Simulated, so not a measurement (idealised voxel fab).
Title: Process Module voxel transistor to metal
Cross-section cut: width 210 nm, square cells of 5 nm.
Notation: cross-section as square-cell grid; stated in bands, top first, going down; one or more cell rows per band.
Each band's line starts with the height of the band's top and of its bottom, in nm. Then come its materials from left to right, each with its width in nm. One material with "throughout" fills the band from edge to edge. "air" is empty space.
Measure heights from 0. That's the level where, below it, the as-received wafer is all one material. The lowest band is bottomless and extends downward; write it as in "top 0, no bottom".
Note: "30 to 40" means the width goes from the first number (top row of the band) to the second number (bottom row) in equal steps per row of cells.
The designation "same as before", where it is given for a processing step, indicates that no cell of the cross-section was altered in the course of that step.
Each empty space that has no open way to the top and spans at least 8 cells appears under "Closed empty spaces" as width x height at distance, the distance counted from the left edge, all in nm.
after a step's settings: what the simulator itself notes on the step
overlay nm: mask right of planned place by this much (step with mask). Neg. = left.
Pairs, read this way: before one process step on the one hand, after it on the other, the after cross-section ending at the lowest band that changed; the step between, settings included, beneath. Same starting wafer throughout, but possibly different runs of this module, so no pair continues from the pair above unless its entry headed "Before the process" says so.

## Before the process
  top 75, bottom 70 | SiCN 60 nm | TiN 15 nm | SiCN 60 nm | TiN 15 nm | SiCN 60 nm
  top 70, bottom 50 | lowk throughout
  top 50, bottom 40 | SiO2 60 nm | TiN 5 nm | Ru 5 nm | TiN 5 nm | SiO2 60 nm | TiN 5 nm | Ru 5 nm | TiN 5 nm | SiO2 60 nm
  top 40, bottom 30 | SiO2 60 nm | TiN 5 nm | Ru 5 nm | TiN 5 nm | SiO2 10 nm | SiN 5 nm | SiO2 5 nm | SiCN 20 nm | SiO2 5 nm | SiN 5 nm | SiO2 10 nm | TiN 5 nm | Ru 5 nm | TiN 5 nm | SiO2 60 nm
  top 30, bottom 20 | SiO2 60 nm | TiN 5 nm | Ru 5 nm | TiN 5 nm | SiO2 10 nm | SiN 5 nm | SiO2 5 nm | polySi 20 nm | SiO2 5 nm | SiN 5 nm | SiO2 10 nm | TiN 5 nm | Ru 5 nm | TiN 5 nm | SiO2 60 nm
  top 20, bottom 15 | SiO2 60 nm | TiN 15 nm | SiO2 10 nm | SiN 5 nm | SiO2 5 nm | polySi 20 nm | SiO2 5 nm | SiN 5 nm | SiO2 10 nm | TiN 15 nm | SiO2 60 nm
  top 15, bottom 0 | SiO2 60 nm | TiN 5 nm | nSi 20 nm | SiN 5 nm | SiO2 5 nm | polySi 20 nm | SiO2 5 nm | SiN 5 nm | nSi 20 nm | TiN 5 nm | SiO2 60 nm
  top 0, bottom -5 | SiO2 55 nm | nSi 30 nm | SiO2 40 nm | nSi 30 nm | SiO2 55 nm
  top -5, bottom -20 | SiO2 60 nm | nSi 25 nm | Si 40 nm | nSi 25 nm | SiO2 60 nm
  top -20, bottom -30 | SiO2 60 nm | Si 90 nm | SiO2 60 nm
  top -30, no bottom | Si throughout
  Closed empty spaces: none

## Resulting Structure
  top 80, bottom 75 | SiCN throughout
  Below 75 it's all the same as before, nothing changed down there.
  Closed empty spaces: none
Step sandwiched between the two cross-sections above: CONFORMAL_DEP | material SiCN | thk nm 5

## Before the process
  top 30, bottom 0 | polySi throughout
  top 0, bottom -5 | SiO2 throughout
  top -5, bottom -30 | SiO2 60 nm | Si 90 nm | SiO2 60 nm
  top -30, no bottom | Si throughout
  Closed empty spaces: none

## Resulting Structure
  top 35, bottom 30 | SiCN throughout
  Below 30 it's all the same as before, nothing changed down there.
  Closed empty spaces: none
Step sandwiched between the two cross-sections above: DIRECTIONAL_DEP | material SiCN | thk nm 5

Before the process: same picture as after in the pair right above, so we don't repeat it.

## Resulting Structure
  top 35, bottom 30 | air 95 nm | SiCN 20 nm | air 95 nm
  Below 30 it's all the same as before, nothing changed down there.
  Closed empty spaces: none
Step sandwiched between the two cross-sections above: MASKED_ETCH | tone cover | mask id GATE | width nm 20 | etch materials SiCN | depth nm 20 | overlay nm 0

Before the process: same picture as after in the pair right above, so we don't repeat it.

## Resulting Structure
  top 35, bottom 30 | air 95 nm | SiCN 20 nm | air 95 nm
  top 30, bottom 0 | air 95 nm | polySi 20 nm | air 95 nm
  Below 0 it's all the same as before, nothing changed down there.
  Closed empty spaces: none
Step sandwiched between the two cross-sections above: MASKED_ETCH | tone cover | mask id GATE | width nm 20 | etch materials polySi | depth nm 40 | overlay nm 0

Before the process: same picture as after in the pair right above, so we don't repeat it.

## Resulting Structure
  top 40, bottom 35 | air 90 nm | SiO2 30 nm | air 90 nm
  top 35, bottom 30 | air 90 nm | SiO2 5 nm | SiCN 20 nm | SiO2 5 nm | air 90 nm
  top 30, bottom 5 | air 90 nm | SiO2 5 nm | polySi 20 nm | SiO2 5 nm | air 90 nm
  top 5, bottom 0 | SiO2 95 nm | polySi 20 nm | SiO2 95 nm
  Below 0 it's all the same as before, nothing changed down there.
  Closed empty spaces: none
Step sandwiched between the two cross-sections above: CONFORMAL_DEP | material SiO2 | thk nm 5

Before the process: same picture as after in the pair right above, so we don't repeat it.

## Resulting Structure
  top 35, bottom 30 | air 90 nm | SiO2 5 nm | SiCN 20 nm | SiO2 5 nm | air 90 nm
  top 30, bottom 0 | air 90 nm | SiO2 5 nm | polySi 20 nm | SiO2 5 nm | air 90 nm
  Below 0 it's all the same as before, nothing changed down there.
  Closed empty spaces: none
Step sandwiched between the two cross-sections above: DIRECTIONAL_ETCH | etch materials SiO2 | depth nm 5

Before the process: same picture as after in the pair right above, so we don't repeat it.

## Resulting Structure
  top 40, bottom 35 | air 85 nm | SiN 40 nm | air 85 nm
  top 35, bottom 30 | air 85 nm | SiN 5 nm | SiO2 5 nm | SiCN 20 nm | SiO2 5 nm | SiN 5 nm | air 85 nm
  top 30, bottom 5 | air 85 nm | SiN 5 nm | SiO2 5 nm | polySi 20 nm | SiO2 5 nm | SiN 5 nm | air 85 nm
  top 5, bottom 0 | SiN 90 nm | SiO2 5 nm | polySi 20 nm | SiO2 5 nm | SiN 90 nm
  Below 0 it's all the same as before, nothing changed down there.
  Closed empty spaces: none
Step sandwiched between the two cross-sections above: CONFORMAL_DEP | material SiN | thk nm 5

Before the process: same picture as after in the pair right above, so we don't repeat it.

## Resulting Structure
  top 35, bottom 30 | air 85 nm | SiN 5 nm | SiO2 5 nm | SiCN 20 nm | SiO2 5 nm | SiN 5 nm | air 85 nm
  top 30, bottom 0 | air 85 nm | SiN 5 nm | SiO2 5 nm | polySi 20 nm | SiO2 5 nm | SiN 5 nm | air 85 nm
  Below 0 it's all the same as before, nothing changed down there.
  Closed empty spaces: none
Step sandwiched between the two cross-sections above: DIRECTIONAL_ETCH | etch materials SiN | depth nm 5

Before the process: same picture as after in the pair right above, so we don't repeat it.

## Resulting Structure
  top 35, bottom 30 | air 85 nm | SiN 5 nm | air 5 nm | SiCN 20 nm | air 5 nm | SiN 5 nm | air 85 nm
  top 30, bottom 0 | air 85 nm | SiN 5 nm | SiO2 5 nm | polySi 20 nm | SiO2 5 nm | SiN 5 nm | air 85 nm
  top 0, bottom -5 | air 85 nm | SiO2 40 nm | air 85 nm
  Below -5 it's all the same as before, nothing changed down there.
  Closed empty spaces: none
Step sandwiched between the two cross-sections above: DIRECTIONAL_ETCH | etch materials SiO2 | depth nm 5

Before the process: same picture as after in the pair right above, so we don't repeat it.

## Resulting Structure
  top 35, bottom 30 | air 85 nm | SiN 5 nm | air 5 nm | SiCN 20 nm | air 5 nm | SiN 5 nm | air 85 nm
  top 30, bottom 0 | air 85 nm | SiN 5 nm | SiO2 5 nm | polySi 20 nm | SiO2 5 nm | SiN 5 nm | air 85 nm
  top 0, bottom -5 | air 85 nm | SiO2 40 nm | air 85 nm
  top -5, bottom -20 | SiO2 60 nm | air 25 nm | Si 40 nm | air 25 nm | SiO2 60 nm
  Below -20 it's all the same as before, nothing changed down there.
  Closed empty spaces: none
Step sandwiched between the two cross-sections above: DIRECTIONAL_ETCH | etch materials Si | depth nm 15

Before the process: same picture as after in the pair right above, so we don't repeat it.

## Resulting Structure
  top 35, bottom 30 | air 85 nm | SiN 5 nm | air 5 nm | SiCN 20 nm | air 5 nm | SiN 5 nm | air 85 nm
  top 30, bottom 15 | air 85 nm | SiN 5 nm | SiO2 5 nm | polySi 20 nm | SiO2 5 nm | SiN 5 nm | air 85 nm
  top 15, bottom 0 | air 65 nm | nSi 20 nm | SiN 5 nm | SiO2 5 nm | polySi 20 nm | SiO2 5 nm | SiN 5 nm | nSi 20 nm | air 65 nm
  top 0, bottom -5 | air 55 nm | nSi 30 nm | SiO2 40 nm | nSi 30 nm | air 55 nm
  top -5, bottom -20 | SiO2 60 nm | nSi 25 nm | Si 40 nm | nSi 25 nm | SiO2 60 nm
  Below -20 it's all the same as before, nothing changed down there.
  Closed empty spaces: none
Step sandwiched between the two cross-sections above: EPI | material nSi | thk nm 20

Before the process: same picture as after in the pair right above, so we don't repeat it.

## Resulting Structure
  top 40, bottom 35 | SiO2 throughout
  top 35, bottom 30 | SiO2 85 nm | SiN 5 nm | SiO2 5 nm | SiCN 20 nm | SiO2 5 nm | SiN 5 nm | SiO2 85 nm
  top 30, bottom 15 | SiO2 85 nm | SiN 5 nm | SiO2 5 nm | polySi 20 nm | SiO2 5 nm | SiN 5 nm | SiO2 85 nm
  top 15, bottom 0 | SiO2 65 nm | nSi 20 nm | SiN 5 nm | SiO2 5 nm | polySi 20 nm | SiO2 5 nm | SiN 5 nm | nSi 20 nm | SiO2 65 nm
  top 0, bottom -5 | SiO2 55 nm | nSi 30 nm | SiO2 40 nm | nSi 30 nm | SiO2 55 nm
  Below -5 it's all the same as before, nothing changed down there.
  Closed empty spaces: none
Step sandwiched between the two cross-sections above: FILL_DEP | material SiO2 | thk nm 5

Before the process: same picture as after in the pair right above, so we don't repeat it.

## Resulting Structure
  top 50, bottom 35 | SiO2 throughout
  Below 35 it's all the same as before, nothing changed down there.
  Closed empty spaces: none
Step sandwiched between the two cross-sections above: DIRECTIONAL_DEP | material SiO2 | thk nm 10

Before the process: same picture as after in the pair right above, so we don't repeat it.

## Resulting Structure
  top 60, bottom 50 | aC throughout
  Below 50 it's all the same as before, nothing changed down there.
  Closed empty spaces: none
Step sandwiched between the two cross-sections above: DIRECTIONAL_DEP | material aC | thk nm 10

Before the process: same picture as after in the pair right above, so we don't repeat it.

## Resulting Structure
  top 85, bottom 60 | resist 60 nm | air 15 nm | resist 60 nm | air 15 nm | resist 60 nm
  Below 60 it's all the same as before, nothing changed down there.
  Closed empty spaces: none
Step sandwiched between the two cross-sections above: PATTERN | tone open | mask id CONTACT | material resist | width nm 15 | pitch nm 75 | thk nm 25 | overlay nm 0

Before the process: same picture as after in the pair right above, so we don't repeat it.

## Resulting Structure
  top 75, bottom 60 | resist 60 nm | air 15 nm | resist 60 nm | air 15 nm | resist 60 nm
  top 60, bottom 50 | aC 60 nm | air 15 nm | aC 60 nm | air 15 nm | aC 60 nm
  Below 50 it's all the same as before, nothing changed down there.
  Closed empty spaces: none
Step sandwiched between the two cross-sections above: DIRECTIONAL_ETCH | etch materials aC | depth nm 10

Before the process: same picture as after in the pair right above, so we don't repeat it.

## Resulting Structure
  top 60, bottom 50 | aC 60 nm | air 15 nm | aC 60 nm | air 15 nm | aC 60 nm
  Below 50 it's all the same as before, nothing changed down there.
  Closed empty spaces: none
Step sandwiched between the two cross-sections above: STRIP | etch materials resist

Before the process: same picture as after in the pair right above, so we don't repeat it.

## Resulting Structure
  top 60, bottom 50 | aC 60 nm | air 15 nm | aC 60 nm | air 15 nm | aC 60 nm
  top 50, bottom 35 | SiO2 60 nm | air 15 nm | SiO2 60 nm | air 15 nm | SiO2 60 nm
  top 35, bottom 30 | SiO2 60 nm | air 15 nm | SiO2 10 nm | SiN 5 nm | SiO2 5 nm | SiCN 20 nm | SiO2 5 nm | SiN 5 nm | SiO2 10 nm | air 15 nm | SiO2 60 nm
  top 30, bottom 15 | SiO2 60 nm | air 15 nm | SiO2 10 nm | SiN 5 nm | SiO2 5 nm | polySi 20 nm | SiO2 5 nm | SiN 5 nm | SiO2 10 nm | air 15 nm | SiO2 60 nm
  top 15, bottom 0 | SiO2 60 nm | air 5 nm | nSi 20 nm | SiN 5 nm | SiO2 5 nm | polySi 20 nm | SiO2 5 nm | SiN 5 nm | nSi 20 nm | air 5 nm | SiO2 60 nm
  Below 0 it's all the same as before, nothing changed down there.
  Closed empty spaces: none
Step sandwiched between the two cross-sections above: DIRECTIONAL_ETCH | etch materials SiO2 | depth nm 50

Before the process: same picture as after in the pair right above, so we don't repeat it.

## Resulting Structure
  top 50, bottom 35 | SiO2 60 nm | air 15 nm | SiO2 60 nm | air 15 nm | SiO2 60 nm
  Below 35 it's all the same as before, nothing changed down there.
  Closed empty spaces: none
Step sandwiched between the two cross-sections above: STRIP | etch materials aC

Before the process: same picture as after in the pair right above, so we don't repeat it.

## Resulting Structure
  top 55, bottom 50 | TiN 65 nm | air 5 nm | TiN 70 nm | air 5 nm | TiN 65 nm
  top 50, bottom 35 | SiO2 60 nm | TiN 5 nm | air 5 nm | TiN 5 nm | SiO2 60 nm | TiN 5 nm | air 5 nm | TiN 5 nm | SiO2 60 nm
  top 35, bottom 30 | SiO2 60 nm | TiN 5 nm | air 5 nm | TiN 5 nm | SiO2 10 nm | SiN 5 nm | SiO2 5 nm | SiCN 20 nm | SiO2 5 nm | SiN 5 nm | SiO2 10 nm | TiN 5 nm | air 5 nm | TiN 5 nm | SiO2 60 nm
  top 30, bottom 20 | SiO2 60 nm | TiN 5 nm | air 5 nm | TiN 5 nm | SiO2 10 nm | SiN 5 nm | SiO2 5 nm | polySi 20 nm | SiO2 5 nm | SiN 5 nm | SiO2 10 nm | TiN 5 nm | air 5 nm | TiN 5 nm | SiO2 60 nm
  top 20, bottom 15 | SiO2 60 nm | TiN 15 nm | SiO2 10 nm | SiN 5 nm | SiO2 5 nm | polySi 20 nm | SiO2 5 nm | SiN 5 nm | SiO2 10 nm | TiN 15 nm | SiO2 60 nm
  top 15, bottom 0 | SiO2 60 nm | TiN 5 nm | nSi 20 nm | SiN 5 nm | SiO2 5 nm | polySi 20 nm | SiO2 5 nm | SiN 5 nm | nSi 20 nm | TiN 5 nm | SiO2 60 nm
  Below 0 it's all the same as before, nothing changed down there.
  Closed empty spaces: none
Step sandwiched between the two cross-sections above: CONFORMAL_DEP | material TiN | thk nm 5

Before the process: same picture as after in the pair right above, so we don't repeat it.

## Resulting Structure
  top 60, bottom 55 | Ru throughout
  top 55, bottom 50 | TiN 65 nm | Ru 5 nm | TiN 70 nm | Ru 5 nm | TiN 65 nm
  top 50, bottom 35 | SiO2 60 nm | TiN 5 nm | Ru 5 nm | TiN 5 nm | SiO2 60 nm | TiN 5 nm | Ru 5 nm | TiN 5 nm | SiO2 60 nm
  top 35, bottom 30 | SiO2 60 nm | TiN 5 nm | Ru 5 nm | TiN 5 nm | SiO2 10 nm | SiN 5 nm | SiO2 5 nm | SiCN 20 nm | SiO2 5 nm | SiN 5 nm | SiO2 10 nm | TiN 5 nm | Ru 5 nm | TiN 5 nm | SiO2 60 nm
  top 30, bottom 20 | SiO2 60 nm | TiN 5 nm | Ru 5 nm | TiN 5 nm | SiO2 10 nm | SiN 5 nm | SiO2 5 nm | polySi 20 nm | SiO2 5 nm | SiN 5 nm | SiO2 10 nm | TiN 5 nm | Ru 5 nm | TiN 5 nm | SiO2 60 nm
  Below 20 it's all the same as before, nothing changed down there.
  Closed empty spaces: none
Step sandwiched between the two cross-sections above: FILL_DEP | material Ru | thk nm 5

Before the process: same picture as after in the pair right above, so we don't repeat it.

## Resulting Structure
  top 50, bottom 35 | SiO2 60 nm | TiN 5 nm | Ru 5 nm | TiN 5 nm | SiO2 60 nm | TiN 5 nm | Ru 5 nm | TiN 5 nm | SiO2 60 nm
  Below 35 it's all the same as before, nothing changed down there.
  Closed empty spaces: none
Step sandwiched between the two cross-sections above: CMP | height nm 50

Before the process: same picture as after in the pair right above, so we don't repeat it.

## Resulting Structure
  top 55, bottom 50 | SiCN throughout
  Below 50 it's all the same as before, nothing changed down there.
  Closed empty spaces: none
Step sandwiched between the two cross-sections above: CONFORMAL_DEP | material SiCN | thk nm 5

Before the process: same picture as after in the pair right above, so we don't repeat it.

## Resulting Structure
  top 75, bottom 55 | lowk throughout
  Below 55 it's all the same as before, nothing changed down there.
  Closed empty spaces: none
Step sandwiched between the two cross-sections above: DIRECTIONAL_DEP | material lowk | thk nm 20

Before the process: same picture as after in the pair right above, so we don't repeat it.

## Resulting Structure
  top 75, bottom 55 | lowk 60 nm | air 15 nm | lowk 60 nm | air 15 nm | lowk 60 nm
  Below 55 it's all the same as before, nothing changed down there.
  Closed empty spaces: none
Step sandwiched between the two cross-sections above: MASKED_ETCH | tone open | mask id METAL_1 | width nm 15 | pitch nm 75 | etch materials lowk | depth nm 20 | overlay nm 0

Before the process: same picture as after in the pair right above, so we don't repeat it.

## Resulting Structure
  top 75, bottom 55 | lowk 60 nm | air 15 nm | lowk 60 nm | air 15 nm | lowk 60 nm
  top 55, bottom 50 | SiCN 60 nm | air 15 nm | SiCN 60 nm | air 15 nm | SiCN 60 nm
  Below 50 it's all the same as before, nothing changed down there.
  Closed empty spaces: none
Step sandwiched between the two cross-sections above: MASKED_ETCH | tone open | mask id METAL_1 | width nm 15 | pitch nm 75 | etch materials SiCN | depth nm 5 | overlay nm 0

Before the process: same picture as after in the pair right above, so we don't repeat it.

## Resulting Structure
  top 80, bottom 75 | TiN 65 nm | air 5 nm | TiN 70 nm | air 5 nm | TiN 65 nm
  top 75, bottom 55 | lowk 60 nm | TiN 5 nm | air 5 nm | TiN 5 nm | lowk 60 nm | TiN 5 nm | air 5 nm | TiN 5 nm | lowk 60 nm
  top 55, bottom 50 | SiCN 60 nm | TiN 15 nm | SiCN 60 nm | TiN 15 nm | SiCN 60 nm
  Below 50 it's all the same as before, nothing changed down there.
  Closed empty spaces: none
Step sandwiched between the two cross-sections above: CONFORMAL_DEP | material TiN | thk nm 5

Before the process: same picture as after in the pair right above, so we don't repeat it.

## Resulting Structure
  top 85, bottom 80 | Cu throughout
  top 80, bottom 75 | TiN 65 nm | Cu 5 nm | TiN 70 nm | Cu 5 nm | TiN 65 nm
  top 75, bottom 55 | lowk 60 nm | TiN 5 nm | Cu 5 nm | TiN 5 nm | lowk 60 nm | TiN 5 nm | Cu 5 nm | TiN 5 nm | lowk 60 nm
  Below 55 it's all the same as before, nothing changed down there.
  Closed empty spaces: none
Step sandwiched between the two cross-sections above: FILL_DEP | material Cu | thk nm 5

Before the process: same picture as after in the pair right above, so we don't repeat it.

## Resulting Structure
  top 75, bottom 55 | lowk 60 nm | TiN 5 nm | Cu 5 nm | TiN 5 nm | lowk 60 nm | TiN 5 nm | Cu 5 nm | TiN 5 nm | lowk 60 nm
  Below 55 it's all the same as before, nothing changed down there.
  Closed empty spaces: none
Step sandwiched between the two cross-sections above: CMP | height nm 75

Before the process: same picture as after in the pair right above, so we don't repeat it.

## Resulting Structure
  top 80, bottom 75 | SiCN throughout
  Below 75 it's all the same as before, nothing changed down there.
  Closed empty spaces: none
Step sandwiched between the two cross-sections above: CONFORMAL_DEP | material SiCN | thk nm 5

## Before the process
  top 60, bottom 50 | aC throughout
  top 50, bottom 40 | SiO2 throughout
  top 40, bottom 30 | SiO2 85 nm | SiN 5 nm | SiO2 5 nm | SiCN 20 nm | SiO2 5 nm | SiN 5 nm | SiO2 85 nm
  top 30, bottom 15 | SiO2 85 nm | SiN 5 nm | SiO2 5 nm | polySi 20 nm | SiO2 5 nm | SiN 5 nm | SiO2 85 nm
  top 15, bottom 0 | SiO2 65 nm | nSi 20 nm | SiN 5 nm | SiO2 5 nm | polySi 20 nm | SiO2 5 nm | SiN 5 nm | nSi 20 nm | SiO2 65 nm
  top 0, bottom -5 | SiO2 55 nm | nSi 30 nm | SiO2 40 nm | nSi 30 nm | SiO2 55 nm
  top -5, bottom -20 | SiO2 60 nm | nSi 25 nm | Si 40 nm | nSi 25 nm | SiO2 60 nm
  top -20, bottom -30 | SiO2 60 nm | Si 90 nm | SiO2 60 nm
  top -30, no bottom | Si throughout
  Closed empty spaces: none

## Resulting Structure
  top 85, bottom 60 | resist 55 nm | air 25 nm | resist 50 nm | air 25 nm | resist 55 nm
  Below 60 it's all the same as before, nothing changed down there.
  Closed empty spaces: none
Step sandwiched between the two cross-sections above: PATTERN | tone open | mask id CONTACT | material resist | width nm 25 | pitch nm 75 | thk nm 25 | overlay nm 0

Before the process: same picture as after in the pair right above, so we don't repeat it.

## Resulting Structure
  top 75, bottom 60 | resist 55 nm | air 25 nm | resist 50 nm | air 25 nm | resist 55 nm
  top 60, bottom 50 | aC 55 nm | air 25 nm | aC 50 nm | air 25 nm | aC 55 nm
  Below 50 it's all the same as before, nothing changed down there.
  Closed empty spaces: none
Step sandwiched between the two cross-sections above: DIRECTIONAL_ETCH | etch materials aC | depth nm 10

Before the process: same picture as after in the pair right above, so we don't repeat it.

## Resulting Structure
  top 60, bottom 50 | aC 55 nm | air 25 nm | aC 50 nm | air 25 nm | aC 55 nm
  Below 50 it's all the same as before, nothing changed down there.
  Closed empty spaces: none
Step sandwiched between the two cross-sections above: STRIP | etch materials resist

Before the process: same picture as after in the pair right above, so we don't repeat it.

## Resulting Structure
  top 60, bottom 50 | aC 55 nm | air 25 nm | aC 50 nm | air 25 nm | aC 55 nm
  top 50, bottom 40 | SiO2 55 nm | air 25 nm | SiO2 50 nm | air 25 nm | SiO2 55 nm
  top 40, bottom 30 | SiO2 55 nm | air 25 nm | SiO2 5 nm | SiN 5 nm | SiO2 5 nm | SiCN 20 nm | SiO2 5 nm | SiN 5 nm | SiO2 5 nm | air 25 nm | SiO2 55 nm
  top 30, bottom 15 | SiO2 55 nm | air 25 nm | SiO2 5 nm | SiN 5 nm | SiO2 5 nm | polySi 20 nm | SiO2 5 nm | SiN 5 nm | SiO2 5 nm | air 25 nm | SiO2 55 nm
  top 15, bottom 0 | SiO2 55 nm | air 10 nm | nSi 20 nm | SiN 5 nm | SiO2 5 nm | polySi 20 nm | SiO2 5 nm | SiN 5 nm | nSi 20 nm | air 10 nm | SiO2 55 nm
  Below 0 it's all the same as before, nothing changed down there.
  Closed empty spaces: none
Step sandwiched between the two cross-sections above: DIRECTIONAL_ETCH | etch materials SiO2 | depth nm 50

Before the process: same picture as after in the pair right above, so we don't repeat it.

## Resulting Structure
  top 50, bottom 40 | SiO2 55 nm | air 25 nm | SiO2 50 nm | air 25 nm | SiO2 55 nm
  Below 40 it's all the same as before, nothing changed down there.
  Closed empty spaces: none
Step sandwiched between the two cross-sections above: STRIP | etch materials aC

Before the process: same picture as after in the pair right above, so we don't repeat it.

## Resulting Structure
  top 55, bottom 50 | TiN 60 nm | air 15 nm | TiN 60 nm | air 15 nm | TiN 60 nm
  top 50, bottom 40 | SiO2 55 nm | TiN 5 nm | air 15 nm | TiN 5 nm | SiO2 50 nm | TiN 5 nm | air 15 nm | TiN 5 nm | SiO2 55 nm
  top 40, bottom 30 | SiO2 55 nm | TiN 5 nm | air 15 nm | TiN 5 nm | SiO2 5 nm | SiN 5 nm | SiO2 5 nm | SiCN 20 nm | SiO2 5 nm | SiN 5 nm | SiO2 5 nm | TiN 5 nm | air 15 nm | TiN 5 nm | SiO2 55 nm
  top 30, bottom 20 | SiO2 55 nm | TiN 5 nm | air 15 nm | TiN 5 nm | SiO2 5 nm | SiN 5 nm | SiO2 5 nm | polySi 20 nm | SiO2 5 nm | SiN 5 nm | SiO2 5 nm | TiN 5 nm | air 15 nm | TiN 5 nm | SiO2 55 nm
  top 20, bottom 15 | SiO2 55 nm | TiN 25 nm | SiO2 5 nm | SiN 5 nm | SiO2 5 nm | polySi 20 nm | SiO2 5 nm | SiN 5 nm | SiO2 5 nm | TiN 25 nm | SiO2 55 nm
  top 15, bottom 0 | SiO2 55 nm | TiN 10 nm | nSi 20 nm | SiN 5 nm | SiO2 5 nm | polySi 20 nm | SiO2 5 nm | SiN 5 nm | nSi 20 nm | TiN 10 nm | SiO2 55 nm
  Below 0 it's all the same as before, nothing changed down there.
  Closed empty spaces: none
Step sandwiched between the two cross-sections above: CONFORMAL_DEP | material TiN | thk nm 5

Before the process: same picture as after in the pair right above, so we don't repeat it.

## Resulting Structure
  top 60, bottom 55 | Ru throughout
  top 55, bottom 50 | TiN 60 nm | Ru 15 nm | TiN 60 nm | Ru 15 nm | TiN 60 nm
  top 50, bottom 40 | SiO2 55 nm | TiN 5 nm | Ru 15 nm | TiN 5 nm | SiO2 50 nm | TiN 5 nm | Ru 15 nm | TiN 5 nm | SiO2 55 nm
  top 40, bottom 30 | SiO2 55 nm | TiN 5 nm | Ru 15 nm | TiN 5 nm | SiO2 5 nm | SiN 5 nm | SiO2 5 nm | SiCN 20 nm | SiO2 5 nm | SiN 5 nm | SiO2 5 nm | TiN 5 nm | Ru 15 nm | TiN 5 nm | SiO2 55 nm
  top 30, bottom 20 | SiO2 55 nm | TiN 5 nm | Ru 15 nm | TiN 5 nm | SiO2 5 nm | SiN 5 nm | SiO2 5 nm | polySi 20 nm | SiO2 5 nm | SiN 5 nm | SiO2 5 nm | TiN 5 nm | Ru 15 nm | TiN 5 nm | SiO2 55 nm
  Below 20 it's all the same as before, nothing changed down there.
  Closed empty spaces: none
Step sandwiched between the two cross-sections above: FILL_DEP | material Ru | thk nm 5

Before the process: same picture as after in the pair right above, so we don't repeat it.

## Resulting Structure
  top 50, bottom 40 | SiO2 55 nm | TiN 5 nm | Ru 15 nm | TiN 5 nm | SiO2 50 nm | TiN 5 nm | Ru 15 nm | TiN 5 nm | SiO2 55 nm
  Below 40 it's all the same as before, nothing changed down there.
  Closed empty spaces: none
Step sandwiched between the two cross-sections above: CMP | height nm 50

Before the process: same picture as after in the pair right above, so we don't repeat it.

## Resulting Structure
  top 55, bottom 50 | SiCN throughout
  Below 50 it's all the same as before, nothing changed down there.
  Closed empty spaces: none
Step sandwiched between the two cross-sections above: CONFORMAL_DEP | material SiCN | thk nm 5

Before the process: same picture as after in the pair right above, so we don't repeat it.

## Resulting Structure
  top 75, bottom 55 | lowk throughout
  Below 55 it's all the same as before, nothing changed down there.
  Closed empty spaces: none
Step sandwiched between the two cross-sections above: DIRECTIONAL_DEP | material lowk | thk nm 20

Before the process: same picture as after in the pair right above, so we don't repeat it.

## Resulting Structure
  top 75, bottom 55 | lowk 60 nm | air 15 nm | lowk 60 nm | air 15 nm | lowk 60 nm
  Below 55 it's all the same as before, nothing changed down there.
  Closed empty spaces: none
Step sandwiched between the two cross-sections above: MASKED_ETCH | tone open | mask id METAL_1 | width nm 15 | pitch nm 75 | etch materials lowk | depth nm 20 | overlay nm 0

Before the process: same picture as after in the pair right above, so we don't repeat it.

## Resulting Structure
  top 75, bottom 55 | lowk 60 nm | air 15 nm | lowk 60 nm | air 15 nm | lowk 60 nm
  top 55, bottom 50 | SiCN 60 nm | air 15 nm | SiCN 60 nm | air 15 nm | SiCN 60 nm
  Below 50 it's all the same as before, nothing changed down there.
  Closed empty spaces: none
Step sandwiched between the two cross-sections above: MASKED_ETCH | tone open | mask id METAL_1 | width nm 15 | pitch nm 75 | etch materials SiCN | depth nm 5 | overlay nm 0

Before the process: same picture as after in the pair right above, so we don't repeat it.

## Resulting Structure
  top 80, bottom 75 | TiN 65 nm | air 5 nm | TiN 70 nm | air 5 nm | TiN 65 nm
  top 75, bottom 55 | lowk 60 nm | TiN 5 nm | air 5 nm | TiN 5 nm | lowk 60 nm | TiN 5 nm | air 5 nm | TiN 5 nm | lowk 60 nm
  top 55, bottom 50 | SiCN 60 nm | TiN 15 nm | SiCN 60 nm | TiN 15 nm | SiCN 60 nm
  Below 50 it's all the same as before, nothing changed down there.
  Closed empty spaces: none
Step sandwiched between the two cross-sections above: CONFORMAL_DEP | material TiN | thk nm 5

Before the process: same picture as after in the pair right above, so we don't repeat it.

## Resulting Structure
  top 85, bottom 80 | Cu throughout
  top 80, bottom 75 | TiN 65 nm | Cu 5 nm | TiN 70 nm | Cu 5 nm | TiN 65 nm
  top 75, bottom 55 | lowk 60 nm | TiN 5 nm | Cu 5 nm | TiN 5 nm | lowk 60 nm | TiN 5 nm | Cu 5 nm | TiN 5 nm | lowk 60 nm
  Below 55 it's all the same as before, nothing changed down there.
  Closed empty spaces: none
Step sandwiched between the two cross-sections above: FILL_DEP | material Cu | thk nm 5

Before the process: same picture as after in the pair right above, so we don't repeat it.

## Resulting Structure
  top 75, bottom 55 | lowk 60 nm | TiN 5 nm | Cu 5 nm | TiN 5 nm | lowk 60 nm | TiN 5 nm | Cu 5 nm | TiN 5 nm | lowk 60 nm
  Below 55 it's all the same as before, nothing changed down there.
  Closed empty spaces: none
Step sandwiched between the two cross-sections above: CMP | height nm 75

Before the process: same picture as after in the pair right above, so we don't repeat it.

## Resulting Structure
  top 80, bottom 75 | SiCN throughout
  Below 75 it's all the same as before, nothing changed down there.
  Closed empty spaces: none
Step sandwiched between the two cross-sections above: CONFORMAL_DEP | material SiCN | thk nm 5

## Before the process
  top 60, bottom 50 | aC throughout
  top 50, bottom 40 | SiO2 throughout
  top 40, bottom 30 | SiO2 85 nm | SiN 5 nm | SiO2 5 nm | SiCN 20 nm | SiO2 5 nm | SiN 5 nm | SiO2 85 nm
  top 30, bottom 15 | SiO2 85 nm | SiN 5 nm | SiO2 5 nm | polySi 20 nm | SiO2 5 nm | SiN 5 nm | SiO2 85 nm
  top 15, bottom 0 | SiO2 65 nm | nSi 20 nm | SiN 5 nm | SiO2 5 nm | polySi 20 nm | SiO2 5 nm | SiN 5 nm | nSi 20 nm | SiO2 65 nm
  top 0, bottom -5 | SiO2 55 nm | nSi 30 nm | SiO2 40 nm | nSi 30 nm | SiO2 55 nm
  top -5, bottom -20 | SiO2 60 nm | nSi 25 nm | Si 40 nm | nSi 25 nm | SiO2 60 nm
  top -20, bottom -30 | SiO2 60 nm | Si 90 nm | SiO2 60 nm
  top -30, no bottom | Si throughout
  Closed empty spaces: none

## Resulting Structure
  top 85, bottom 60 | resist 55 nm | air 15 nm | resist 60 nm | air 15 nm | resist 65 nm
  Below 60 it's all the same as before, nothing changed down there.
  Closed empty spaces: none
Step sandwiched between the two cross-sections above: PATTERN | tone open | mask id CONTACT | material resist | width nm 15 | pitch nm 75 | thk nm 25 | overlay nm -5
